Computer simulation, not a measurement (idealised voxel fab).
Documented hereafter: the process module known as voxel fin reveal.
cross-section cut | 205 nm wide | cells 5 nm
Bands, listed from the top down, are how a cross-section gets written in this document; the cross-section itself is a grid of square cells, and a band is one or more rows of them. Band entry format. Leading values: height of top, height of bottom, nm. Remainder: materials in left-to-right order, each with its width in nm. Special words: "edge to edge" on a single material, which then fills the band edge to edge; "air", empty space. Ref level 0: as-received wafer is one material below here. Bottom band extends down with no lower bound ("z 0 and below"). Think of "30 to 40" as a width that walks from the first number to the second as you go down the band, top row to bottom row, taking equal-sized steps from row to row. For the purposes of this document, the phrase "all unchanged" attached to a step denotes that no cell within the cross-section was modified by that step. In "Enclosed void list" the enclosed voids are listed, meaning empty spaces of 8 cells or larger without any opening to the top. The form is width x height at distance, distance from the left edge, units nm. On each step's line, the part that comes after the settings is the simulator's own comment on the step. If you see "overlay nm" on a step's line and that step has a mask, it's telling you how far right of where it was planned the mask ended up; a negative number means it went left instead.

Planned process steps
- 1: RECEIVE | material Si
- 2: CONFORMAL_DEP | material SiN | thk nm 5
- 3: DIRECTIONAL_DEP | material aC | thk nm 10
- 4: PATTERN | tone cover | mask id FINS | material resist | width nm 15 | pitch nm 40 | thk nm 25 | overlay nm 0
- 5: DIRECTIONAL_ETCH | etch materials aC | depth nm 10
- 6: STRIP | etch materials resist
- 7: DIRECTIONAL_ETCH | etch materials SiN | depth nm 5
- 8: DIRECTIONAL_ETCH | etch materials Si | depth nm 35
- 9: STRIP | etch materials aC
- 10: OXIDIZE | depth nm 5
- 11: FILL_DEP | material SiO2 | thk nm 5
- 12: CMP | height nm 5
- 13: SELECTIVE_ETCH | etch materials SiO2 | depth nm 15
- 14: STRIP | etch materials SiN
- 15: CONFORMAL_DEP | material SiO2 | thk nm 5

First wafer of two (run as planned)

As received (post step 1): cross-section
* z 0 and below: Si edge to edge
* Enclosed void list: none

Take a look at the wafer's cross-section after step 2
* z 5 to 0: SiN edge to edge
* Unchanged below 0.

Take a look at the wafer's cross-section after step 3
* z 15 to 5: aC edge to edge
* Unchanged below 5.

Take a look at the wafer's cross-section after step 4
* z 40 to 15: 35 of air / 15 of resist / 25 of air / 15 of resist / 25 of air / 15 of resist / 25 of air / 15 of resist / 35 of air
* Unchanged below 15.

Take a look at the wafer's cross-section after step 5
* z 30 to 15: 35 of air / 15 of resist / 25 of air / 15 of resist / 25 of air / 15 of resist / 25 of air / 15 of resist / 35 of air
* z 15 to 5: 35 of air / 15 of aC / 25 of air / 15 of aC / 25 of air / 15 of aC / 25 of air / 15 of aC / 35 of air
* Unchanged below 5.

Take a look at the wafer's cross-section after step 6
* z 15 to 5: 35 of air / 15 of aC / 25 of air / 15 of aC / 25 of air / 15 of aC / 25 of air / 15 of aC / 35 of air
* Unchanged below 5.

Take a look at the wafer's cross-section after step 7
* z 15 to 5: 35 of air / 15 of aC / 25 of air / 15 of aC / 25 of air / 15 of aC / 25 of air / 15 of aC / 35 of air
* z 5 to 0: 35 of air / 15 of SiN / 25 of air / 15 of SiN / 25 of air / 15 of SiN / 25 of air / 15 of SiN / 35 of air
* Unchanged below 0.

Take a look at the wafer's cross-section after step 8
* z 15 to 5: 35 of air / 15 of aC / 25 of air / 15 of aC / 25 of air / 15 of aC / 25 of air / 15 of aC / 35 of air
* z 5 to 0: 35 of air / 15 of SiN / 25 of air / 15 of SiN / 25 of air / 15 of SiN / 25 of air / 15 of SiN / 35 of air
* z 0 to -35: 35 of air / 15 of Si / 25 of air / 15 of Si / 25 of air / 15 of Si / 25 of air / 15 of Si / 35 of air
* Unchanged below -35.

Take a look at the wafer's cross-section after step 9
* z 5 to 0: 35 of air / 15 of SiN / 25 of air / 15 of SiN / 25 of air / 15 of SiN / 25 of air / 15 of SiN / 35 of air
* Unchanged below 0.

Take a look at the wafer's cross-section after step 10
* z 5 to 0: 35 of air / 15 of SiN / 25 of air / 15 of SiN / 25 of air / 15 of SiN / 25 of air / 15 of SiN / 35 of air
* z 0 to -35: 35 of air / 5 of SiO2 / 5 of Si / 5 of SiO2 / 25 of air / 5 of SiO2 / 5 of Si / 5 of SiO2 / 25 of air / 5 of SiO2 / 5 of Si / 5 of SiO2 / 25 of air / 5 of SiO2 / 5 of Si / 5 of SiO2 / 35 of air
* z -35 to -40: 40 of SiO2 / 5 of Si / 35 of SiO2 / 5 of Si / 35 of SiO2 / 5 of Si / 35 of SiO2 / 5 of Si / 40 of SiO2
* Unchanged below -40.

Take a look at the wafer's cross-section after step 11
* z 10 to 5: SiO2 edge to edge
* z 5 to 0: 35 of SiO2 / 15 of SiN / 25 of SiO2 / 15 of SiN / 25 of SiO2 / 15 of SiN / 25 of SiO2 / 15 of SiN / 35 of SiO2
* z 0 to -40: 40 of SiO2 / 5 of Si / 35 of SiO2 / 5 of Si / 35 of SiO2 / 5 of Si / 35 of SiO2 / 5 of Si / 40 of SiO2
* Unchanged below -40.

Take a look at the wafer's cross-section after step 12
* z 5 to 0: 35 of SiO2 / 15 of SiN / 25 of SiO2 / 15 of SiN / 25 of SiO2 / 15 of SiN / 25 of SiO2 / 15 of SiN / 35 of SiO2
* Unchanged below 0.

Take a look at the wafer's cross-section after step 13
* z 5 to 0: 35 of air / 15 of SiN / 25 of air / 15 of SiN / 25 of air / 15 of SiN / 25 of air / 15 of SiN / 35 of air
* z 0 to -10: 40 of air / 5 of Si / 35 of air / 5 of Si / 35 of air / 5 of Si / 35 of air / 5 of Si / 40 of air
* Unchanged below -10.

Take a look at the wafer's cross-section after step 14
* z 0 to -10: 40 of air / 5 of Si / 35 of air / 5 of Si / 35 of air / 5 of Si / 35 of air / 5 of Si / 40 of air
* Unchanged below -10.

Take a look at the wafer's cross-section after step 15
* z 5 to 0: 35 of air / 15 of SiO2 / 25 of air / 15 of SiO2 / 25 of air / 15 of SiO2 / 25 of air / 15 of SiO2 / 35 of air
* z 0 to -5: 35 of air / 5 of SiO2 / 5 of Si / 5 of SiO2 / 25 of air / 5 of SiO2 / 5 of Si / 5 of SiO2 / 25 of air / 5 of SiO2 / 5 of Si / 5 of SiO2 / 25 of air / 5 of SiO2 / 5 of Si / 5 of SiO2 / 35 of air
* z -5 to -40: 40 of SiO2 / 5 of Si / 35 of SiO2 / 5 of Si / 35 of SiO2 / 5 of Si / 35 of SiO2 / 5 of Si / 40 of SiO2
* Unchanged below -40.

What follows concerns the second wafer, which started out like the first and was meant to follow the very same plan; one mistake crept in when it was run, but everything up to and including step 14 is the same as for the first wafer

when step 15 should have ended: all unchanged
Run error: the run left out plan step 15 entirely, so it was never executed
Once processing is complete, comparing cell counts shows that the second wafer has more or fewer of certain materials than the first: SiO2: 57 fewer
